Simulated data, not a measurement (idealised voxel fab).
process module | voxel transistor to metal
cross-section cut | 215 nm wide | cells 5 nm
A cross-section is a grid of square cells, given in bands from the top down. A band is one or more rows of cells.
Each band's line starts with the height of the band's top and of its bottom, in nm. Then come its materials from left to right, each with its width in nm. One material with "throughout" fills the band from edge to edge. "air" is empty space.
Height 0 is the level under which the wafer as received is all one material. The lowest band goes on downwards, as in "0 down".
A width such as "30 to 40" changes by the same amount from each row of cells to the next, from the band's top row to its bottom row.
"no change" after a step means that no cell of the cross-section changed.
closed voids: empty space of 8 cells or more with no open way to the top, each as width x height at its distance from the left edge, in nm
after a step's settings: what the simulator itself notes on the step
overlay nm, on a step with a mask: how far to the right of its planned place the mask lay; to the left if negative
plan
1 op RECEIVE | material Si
2 op CONFORMAL_DEP | material SiO2 | thk nm 5
3 op CONFORMAL_DEP | material SiN | thk nm 15
4 op PATTERN | tone cover | mask id ACTIVE | material resist | width nm 110 | thk nm 15 | overlay nm 0
5 op DIRECTIONAL_ETCH | etch materials SiN | depth nm 15
6 op DIRECTIONAL_ETCH | etch materials SiO2 | depth nm 5
7 op DIRECTIONAL_ETCH | etch materials Si | depth nm 20
8 op STRIP | etch materials resist
9 op OXIDIZE | depth nm 5
10 op FILL_DEP | material SiO2 | thk nm 15
11 op CMP | height nm 20
12 op SELECTIVE_ETCH | etch materials SiO2 | depth nm 10
13 op STRIP | etch materials SiN
14 op SELECTIVE_ETCH | etch materials SiO2 | depth nm 5
15 op OXIDIZE | depth nm 5
16 op DIRECTIONAL_DEP | material polySi | thk nm 25
17 op DIRECTIONAL_DEP | material SiCN | thk nm 10
18 op MASKED_ETCH | tone cover | mask id GATE | width nm 20 | etch materials SiCN | depth nm 20 | overlay nm 0
19 op MASKED_ETCH | tone cover | mask id GATE | width nm 20 | etch materials polySi | depth nm 35 | overlay nm 0
20 op CONFORMAL_DEP | material SiO2 | thk nm 5
21 op DIRECTIONAL_ETCH | etch materials SiO2 | depth nm 5
22 op CONFORMAL_DEP | material SiN | thk nm 5
23 op DIRECTIONAL_ETCH | etch materials SiN | depth nm 5
24 op DIRECTIONAL_ETCH | etch materials SiO2 | depth nm 5
25 op DIRECTIONAL_ETCH | etch materials Si | depth nm 10
26 op EPI | material SiGe | thk nm 15
27 op FILL_DEP | material SiO2 | thk nm 5
28 op CMP | height nm 35
29 op DIRECTIONAL_DEP | material SiO2 | thk nm 15
30 op DIRECTIONAL_DEP | material aC | thk nm 10
31 op PATTERN | tone open | mask id CONTACT | material resist | width nm 20 | pitch nm 70 | thk nm 30 | overlay nm 0
32 op DIRECTIONAL_ETCH | etch materials aC | depth nm 10
33 op STRIP | etch materials resist
34 op DIRECTIONAL_ETCH | etch materials SiO2 | depth nm 50
35 op STRIP | etch materials aC
36 op CONFORMAL_DEP | material TiN | thk nm 5
37 op FILL_DEP | material W | thk nm 10
38 op CMP | height nm 50
39 op DIRECTIONAL_DEP | material TiN | thk nm 5
40 op DIRECTIONAL_DEP | material Ru | thk nm 25
41 op DIRECTIONAL_DEP | material aC | thk nm 15
42 op PATTERN | tone cover | mask id METAL_1 | material resist | width nm 20 | pitch nm 70 | thk nm 35 | overlay nm -15
43 op DIRECTIONAL_ETCH | etch materials aC | depth nm 15
44 op STRIP | etch materials resist
45 op DIRECTIONAL_ETCH | etch materials Ru | depth nm 25
46 op DIRECTIONAL_ETCH | etch materials TiN | depth nm 5
47 op STRIP | etch materials aC
48 op FILL_DEP | material lowk | thk nm 10
49 op CMP | height nm 80
50 op CONFORMAL_DEP | material SiCN | thk nm 5
varied across the wafers: overlay nm of step 42. The plan shows the first wafer's value. All wafers start alike
first wafer as received, after step 1
  0 down: Si throughout
  closed voids: none
first wafer at the end, after step 50
  85 to 80: SiCN throughout
  80 to 55: lowk 45 | Ru 20 | lowk 50 | Ru 20 | lowk 80
  55 to 50: lowk 45 | TiN 20 | lowk 50 | TiN 20 | lowk 80
  50 to 35: SiO2 60 | TiN 5 | W 10 | TiN 5 | SiO2 50 | TiN 5 | W 10 | TiN 5 | SiO2 65
  35 to 25: SiO2 60 | TiN 5 | W 10 | TiN 5 | SiO2 5 | SiN 5 | SiO2 5 | SiCN 20 | SiO2 5 | SiN 5 | SiO2 5 | TiN 5 | W 10 | TiN 5 | SiO2 65
  25 to 15: SiO2 60 | TiN 5 | W 10 | TiN 5 | SiO2 5 | SiN 5 | SiO2 5 | polySi 20 | SiO2 5 | SiN 5 | SiO2 5 | TiN 5 | W 10 | TiN 5 | SiO2 65
  15 to 10: SiO2 60 | TiN 20 | SiO2 5 | SiN 5 | SiO2 5 | polySi 20 | SiO2 5 | SiN 5 | SiO2 5 | TiN 20 | SiO2 65
  10 to 5: SiO2 60 | TiN 10 | SiGe 15 | SiN 5 | SiO2 5 | polySi 20 | SiO2 5 | SiN 5 | SiGe 15 | TiN 10 | SiO2 65
  5 to 0: SiO2 50 | SiN 5 | SiO2 5 | TiN 10 | SiGe 15 | SiN 5 | SiO2 5 | polySi 20 | SiO2 5 | SiN 5 | SiGe 15 | TiN 10 | SiO2 5 | SiN 5 | SiO2 55
  0 to -5: SiO2 55 | SiGe 30 | SiO2 40 | SiGe 30 | SiO2 60
  -5 to -15: SiO2 55 | SiGe 30 | Si 40 | SiGe 30 | SiO2 60
  -15 to -25: SiO2 55 | Si 100 | SiO2 60
  -25 down: Si throughout
  closed voids: none
last wafer at the end
  85 to 80: SiCN throughout
  80 to 55: lowk 75 | Ru 20 | lowk 50 | Ru 20 | lowk 50
  55 to 50: lowk 75 | TiN 20 | lowk 50 | TiN 20 | lowk 50
  50 to 35: SiO2 60 | TiN 5 | W 10 | TiN 5 | SiO2 50 | TiN 5 | W 10 | TiN 5 | SiO2 65
  35 to 25: SiO2 60 | TiN 5 | W 10 | TiN 5 | SiO2 5 | SiN 5 | SiO2 5 | SiCN 20 | SiO2 5 | SiN 5 | SiO2 5 | TiN 5 | W 10 | TiN 5 | SiO2 65
  25 to 15: SiO2 60 | TiN 5 | W 10 | TiN 5 | SiO2 5 | SiN 5 | SiO2 5 | polySi 20 | SiO2 5 | SiN 5 | SiO2 5 | TiN 5 | W 10 | TiN 5 | SiO2 65
  15 to 10: SiO2 60 | TiN 20 | SiO2 5 | SiN 5 | SiO2 5 | polySi 20 | SiO2 5 | SiN 5 | SiO2 5 | TiN 20 | SiO2 65
  10 to 5: SiO2 60 | TiN 10 | SiGe 15 | SiN 5 | SiO2 5 | polySi 20 | SiO2 5 | SiN 5 | SiGe 15 | TiN 10 | SiO2 65
  5 to 0: SiO2 50 | SiN 5 | SiO2 5 | TiN 10 | SiGe 15 | SiN 5 | SiO2 5 | polySi 20 | SiO2 5 | SiN 5 | SiGe 15 | TiN 10 | SiO2 5 | SiN 5 | SiO2 55
  0 to -5: SiO2 55 | SiGe 30 | SiO2 40 | SiGe 30 | SiO2 60
  -5 to -15: SiO2 55 | SiGe 30 | Si 40 | SiGe 30 | SiO2 60
  -15 to -25: SiO2 55 | Si 100 | SiO2 60
  -25 down: Si throughout
  closed voids: none
each wafer at the end: cells of each material gained (+) or lost (-) since it was received, then its closed voids
overlay nm -15 | +40 Ru | -159 Si | +51 SiCN | +48 SiGe | +16 SiN | +425 SiO2 | +52 TiN | +28 W | +210 lowk | +20 polySi | closed voids: none
overlay nm -10 | +40 Ru | -159 Si | +51 SiCN | +48 SiGe | +16 SiN | +425 SiO2 | +52 TiN | +28 W | +210 lowk | +20 polySi | closed voids: none
overlay nm -5 | +40 Ru | -159 Si | +51 SiCN | +48 SiGe | +16 SiN | +425 SiO2 | +52 TiN | +28 W | +210 lowk | +20 polySi | closed voids: none
overlay nm 0 | +40 Ru | -159 Si | +51 SiCN | +48 SiGe | +16 SiN | +425 SiO2 | +52 TiN | +28 W | +210 lowk | +20 polySi | closed voids: none
overlay nm 5 | +40 Ru | -159 Si | +51 SiCN | +48 SiGe | +16 SiN | +425 SiO2 | +52 TiN | +28 W | +210 lowk | +20 polySi | closed voids: none
overlay nm 10 | +40 Ru | -159 Si | +51 SiCN | +48 SiGe | +16 SiN | +425 SiO2 | +52 TiN | +28 W | +210 lowk | +20 polySi | closed voids: none
overlay nm 15 | +40 Ru | -159 Si | +51 SiCN | +48 SiGe | +16 SiN | +425 SiO2 | +52 TiN | +28 W | +210 lowk | +20 polySi | closed voids: none
